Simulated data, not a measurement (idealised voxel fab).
The process module presented herein is designated voxel plated lines.
Cross-sectional view cut (width: 255 nm; square cell size: 5 nm).
Cross-section = grid of square cells, listed top down in bands; band = one or more rows. The entry gives the band's vertical extent as a top height and a bottom height in nm, then its horizontal make-up as materials from left to right, each with a width in nm. "blank" stands for empty space; a single material marked "edge to edge" fills the band edge to edge. We count height from 0. Below that, the starting wafer is all one material. The lowest band never ends at the bottom but goes on down; see "z 0 and below" for how that is written. Width "30..40": first value at the band's top row of cells, second value at its bottom row, equal change from row to row. When a step is marked "no alterations made", none of the cells in the cross-section changed during that step. The entry "Entrapped void list" lists the empty spaces that cover at least 8 cells and have no open path to the top. Each is written as width x height at distance, where the distance is measured from the left edge and all three values are in nm. The remark found on a step's line after its settings is issued by the simulator itself and pertains to that step. You can add "overlay nm" to a step's line. For a step with a mask, it describes how far the mask lay to the right of its planned position, and a negative number describes a lay to the left.

Here's what the planned process steps look like:
- 1: RECEIVE: material Si
- 2: CONFORMAL_DEP: material SiO2, thk nm 15
- 3: DIRECTIONAL_DEP: material TiN, thk nm 5
- 4: PATTERN: tone open, mask id LINES, material resist, width nm 20, pitch nm 40, thk nm 40, overlay nm 0
- 5: EPI: material Ru, thk nm 10
- 6: EPI: material Ru, thk nm 5
- 7: EPI: material Ru, thk nm 5
- 8: STRIP: etch materials resist
- 9: DIRECTIONAL_ETCH: etch materials TiN, depth nm 5
- 10: CONFORMAL_DEP: material SiCN, thk nm 10
varied across the wafers: thk nm of step 3. The plan shows the first wafer's value. All wafers start alike

Cross-sectional view of the first of several wafers in the as-received condition, corresponding to the state following step 1:
  z 0 and below = Si edge to edge
  Entrapped void list: none

End of module, by wafer: material-by-material cell gain (+) or loss (-) since receipt, then closed voids:
thk nm 5, +48 Ru, +162 SiCN, +153 SiO2, +12 TiN, Entrapped void list: none
thk nm 10, +48 Ru, +162 SiCN, +153 SiO2, +63 TiN, Entrapped void list: none
thk nm 15, +48 Ru, +162 SiCN, +153 SiO2, +114 TiN, Entrapped void list: none
thk nm 20, +48 Ru, +162 SiCN, +153 SiO2, +165 TiN, Entrapped void list: none
